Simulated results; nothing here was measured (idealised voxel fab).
Process module heading - voxel local oxidation
The cross-section on display is named cut; it measures 235 nm wide, and its cells are 5 nm squares.
Throughout this document, each cross-section is represented as a grid of square cells and is presented as a sequence of bands enumerated from the top downward, where a band comprises one or more rows of cells. Within each band entry, the heights of the top and of the bottom of the band appear first, in that order and in nm; the materials of the band then follow from left to right, each with its corresponding width in nm. The designation "full width" on a single material indicates that it fills the band from edge to edge; the designation "blank" indicates empty space. Heights are measured from 0, the level below which the as-received wafer is all one material; the lowest band has no bottom and continues downward, written as in "0 -> down". You'd read "30 to 40" like this: the band's top row of cells is as wide as the first number, its bottom row is as wide as the second, and going down, every row changes width by the same amount as the row before did. Where a step carries "no modifications", the cross-section came out of it unchanged, cell for cell. Heads up: "Closed void table" only lists the empty pockets with no open path to the top that are 8 cells or more, and it writes them as width x height at distance, distance from the left edge, in nm. It should be noted that, on the line of a given step, the content following the step's settings is a remark produced by the simulator itself with respect to that step. For masked steps, "overlay nm" on the step line gives how far right of plan the mask actually lay; a minus sign means it lay to the left.

The planned process steps are enumerated hereunder:
1) RECEIVE | material Si
2) OXIDIZE | depth nm 5
3) CONFORMAL_DEP | material SiN | thk nm 15
4) PATTERN | tone cover | mask id ACTIVE | material resist | width nm 130 | thk nm 20 | overlay nm 0
5) DIRECTIONAL_ETCH | etch materials SiN | depth nm 15
6) STRIP | etch materials resist
7) SELECTIVE_ETCH | etch materials SiO2 | depth nm 5
8) OXIDIZE | depth nm 10
9) STRIP | etch materials SiN

What follows covers the first of two wafers; it ran as planned:

As-received wafer cross-section (after step 1):
  0 -> down: Si full width
  Closed void table: none

Cross-sectional representation of the wafer at the conclusion of step 2:
  0 -> -5: SiO2 full width
  For the remainder of the cross-section, below -5, there is no change.

Cross-sectional representation of the wafer at the conclusion of step 3:
  15 -> 0: SiN full width
  For the remainder of the cross-section, below 0, there is no change.

Cross-sectional representation of the wafer at the conclusion of step 4:
  35 -> 15: blank: 50  resist: 130  blank: 55
  For the remainder of the cross-section, below 15, there is no change.

Cross-sectional representation of the wafer at the conclusion of step 5:
  35 -> 15: blank: 50  resist: 130  blank: 55
  15 -> 0: blank: 50  SiN: 130  blank: 55
  For the remainder of the cross-section, below 0, there is no change.

Cross-sectional representation of the wafer at the conclusion of step 6:
  15 -> 0: blank: 50  SiN: 130  blank: 55
  For the remainder of the cross-section, below 0, there is no change.

Cross-sectional representation of the wafer at the conclusion of step 7:
  15 -> 0: blank: 50  SiN: 130  blank: 55
  0 -> -5: blank: 55  SiO2: 120  blank: 60
  For the remainder of the cross-section, below -5, there is no change.

Cross-sectional representation of the wafer at the conclusion of step 8:
  15 -> 0: blank: 50  SiN: 130  blank: 55
  0 -> -5: blank: 55  SiO2: 120  blank: 60
  -5 -> -15: SiO2: 65  Si: 100  SiO2: 70
  For the remainder of the cross-section, below -15, there is no change.

Cross-sectional representation of the wafer at the conclusion of step 9:
  0 -> -5: blank: 55  SiO2: 120  blank: 60
  For the remainder of the cross-section, below -5, there is no change.

What follows concerns the second wafer, which started out like the first and was meant to follow the very same plan; one mistake crept in when it was run, but everything up to and including step 2 is the same as for the first wafer:

Here is the second wafer in cross-section at the point where step 3 of the plan should have been done:
  15 -> -5: SiO2 full width
  For the remainder of the cross-section, below -5, there is no change.

Here is the second wafer in cross-section at the point where step 4 of the plan should have been done:
  35 -> 15: blank: 50  resist: 130  blank: 55
  For the remainder of the cross-section, below 15, there is no change.

Here is the second wafer in cross-section at the point where step 5 of the plan should have been done: no modifications

Here is the second wafer in cross-section at the point where step 6 of the plan should have been done:
  15 -> -5: SiO2 full width
  For the remainder of the cross-section, below -5, there is no change.

Here is the second wafer in cross-section at the point where step 7 of the plan should have been done:
  10 -> -5: SiO2 full width
  For the remainder of the cross-section, below -5, there is no change.

Here is the second wafer in cross-section at the point where step 8 of the plan should have been done: no modifications

Here is the second wafer in cross-section at the point where step 9 of the plan should have been done: no modifications
What was done differently from what was planned? step 3 was run on a setting that differed from the plan, and what really ran there is CONFORMAL_DEP | material SiO2 | thk nm 15
It is noted that, at the conclusion of processing, the second wafer exhibits a higher or lower cell count for certain materials relative to the first: Si +54 | SiO2 +63
